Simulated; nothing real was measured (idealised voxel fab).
The name of this process module is voxel gate over fins.
Cross-section cut spans 280 nm and uses square cells 5 nm in size.
Bands, listed from the top down, are how a cross-section gets written in this document; the cross-section itself is a grid of square cells, and a band is one or more rows of them.
Band: top height; bottom height; in nm. Then, left to right: material with width in nm, for each material. "all across": a single material spanning edge to edge. "empty": empty space.
Heights from 0 (as-received wafer is one material below). Bottom band endless downward, as "z 0 and below".
Note: "30->40" means the width goes from the first number (top row of the band) to the second number (bottom row) in equal steps per row of cells.
"no modifications", as given for a step, is the statement that not any cell of the cross-section underwent a change during that step.
So "Sealed voids" is basically the list of trapped voids: any empty space of 8 cells or more that can't reach the top through an opening. They're written width x height at distance, the distance being from the left edge, and it's all nm.
after a step's settings: what the simulator itself notes on the step
"overlay nm" denotes, for a step that has a mask, the displacement of the mask to the right of its planned place, with negative values corresponding to the left.
# The planned process steps are enumerated hereunder
| 1 | RECEIVE with material Si |
| 2 | CONFORMAL_DEP with material SiN, thk nm 10 |
| 3 | MASKED_ETCH with tone cover, mask id FINS, width nm 15, pitch nm 55, etch materials SiN, depth nm 10, overlay nm 0 |
| 4 | MASKED_ETCH with tone cover, mask id FINS, width nm 15, pitch nm 55, etch materials Si, depth nm 30, overlay nm 0 |
| 5 | OXIDIZE with depth nm 5 |
| 6 | FILL_DEP with material SiO2, thk nm 5 |
| 7 | CMP with height nm 10 |
| 8 | PATTERN with tone open, mask id RAIL, material resist, width nm 15, thk nm 15, overlay nm 0 |
| 9 | DIRECTIONAL_ETCH with etch materials SiO2, depth nm 35 |
| 10 | STRIP with etch materials resist |
| 11 | CONFORMAL_DEP with material TiN, thk nm 5 |
| 12 | FILL_DEP with material Ru, thk nm 10 |
| 13 | CMP with height nm 10 |
| 14 | SELECTIVE_ETCH with etch materials W Ru TiN, depth nm 25 |
| 15 | FILL_DEP with material SiO2, thk nm 5 |
| 16 | CMP with height nm 10 |
| 17 | SELECTIVE_ETCH with etch materials SiO2, depth nm 20 |
| 18 | STRIP with etch materials SiN |
| 19 | CONFORMAL_DEP with material HfO2, thk nm 5 |
| 20 | CONFORMAL_DEP with material TiN, thk nm 5 |
| 21 | FILL_DEP with material W, thk nm 10 |
| 22 | CMP with height nm 15 |
| 23 | CONFORMAL_DEP with material SiN, thk nm 5 |
# Step 1 complete: cross-section of the wafer as received
* z 0 and below = Si all across
* Sealed voids: none
# First of two wafers: cross-section at end of module, run per plan
* z 20 to 15 = SiN all across
* z 15 to 10 = W all across
* z 10 to 5 = W 45, TiN 25, W 30, TiN 25, W 30, TiN 25, W 30, TiN 25, W 45
* z 5 to 0 = W 45, TiN 5, HfO2 15, TiN 5, W 30, TiN 5, HfO2 15, TiN 5, W 30, TiN 5, HfO2 15, TiN 5, W 30, TiN 5, HfO2 15, TiN 5, W 45
* z 0 to -5 = TiN 50, HfO2 5, Si 5, HfO2 5, TiN 40, HfO2 5, Si 5, HfO2 5, TiN 40, HfO2 5, Si 5, HfO2 5, TiN 40, HfO2 5, Si 5, HfO2 5, TiN 50
* z -5 to -10 = HfO2 55, Si 5, HfO2 50, Si 5, HfO2 50, Si 5, HfO2 50, Si 5, HfO2 55
* z -10 to -15 = SiO2 55, Si 5, SiO2 50, Si 5, SiO2 50, Si 5, SiO2 50, Si 5, SiO2 55
* z -15 to -20 = SiO2 55, Si 5, SiO2 15, TiN 5, Ru 5, TiN 5, SiO2 20, Si 5, SiO2 50, Si 5, SiO2 50, Si 5, SiO2 55
* z -20 to -25 = SiO2 55, Si 5, SiO2 15, TiN 15, SiO2 20, Si 5, SiO2 50, Si 5, SiO2 50, Si 5, SiO2 55
* z -25 to -35 = SiO2 55, Si 5, SiO2 50, Si 5, SiO2 50, Si 5, SiO2 50, Si 5, SiO2 55
* z -35 and below = Si all across
* Sealed voids: none
# Wafer two cross-section, module end. Start and plan unchanged from wafer one; one mistake made during the run
* z 20 to 15 = SiN all across
* z 15 to 5 = W all across
* z 5 to 0 = W 50, TiN 15, W 40, TiN 15, W 40, TiN 15, W 40, TiN 15, W 50
* z 0 to -5 = W 50, TiN 5, Si 5, TiN 5, W 40, TiN 5, Si 5, TiN 5, W 40, TiN 5, Si 5, TiN 5, W 40, TiN 5, Si 5, TiN 5, W 50
* z -5 to -10 = TiN 55, Si 5, TiN 50, Si 5, TiN 50, Si 5, TiN 50, Si 5, TiN 55
* z -10 to -15 = SiO2 55, Si 5, SiO2 50, Si 5, SiO2 50, Si 5, SiO2 50, Si 5, SiO2 55
* z -15 to -20 = SiO2 55, Si 5, SiO2 15, TiN 5, Ru 5, TiN 5, SiO2 20, Si 5, SiO2 50, Si 5, SiO2 50, Si 5, SiO2 55
* z -20 to -25 = SiO2 55, Si 5, SiO2 15, TiN 15, SiO2 20, Si 5, SiO2 50, Si 5, SiO2 50, Si 5, SiO2 55
* z -25 to -35 = SiO2 55, Si 5, SiO2 50, Si 5, SiO2 50, Si 5, SiO2 50, Si 5, SiO2 55
* z -35 and below = Si all across
* Sealed voids: none
Nonconformance to the process plan: the plan's step 19 was left out and never carried out
Final difference in cells, second wafer against first, listed per material as more or fewer: HfO2 -72 | W +72
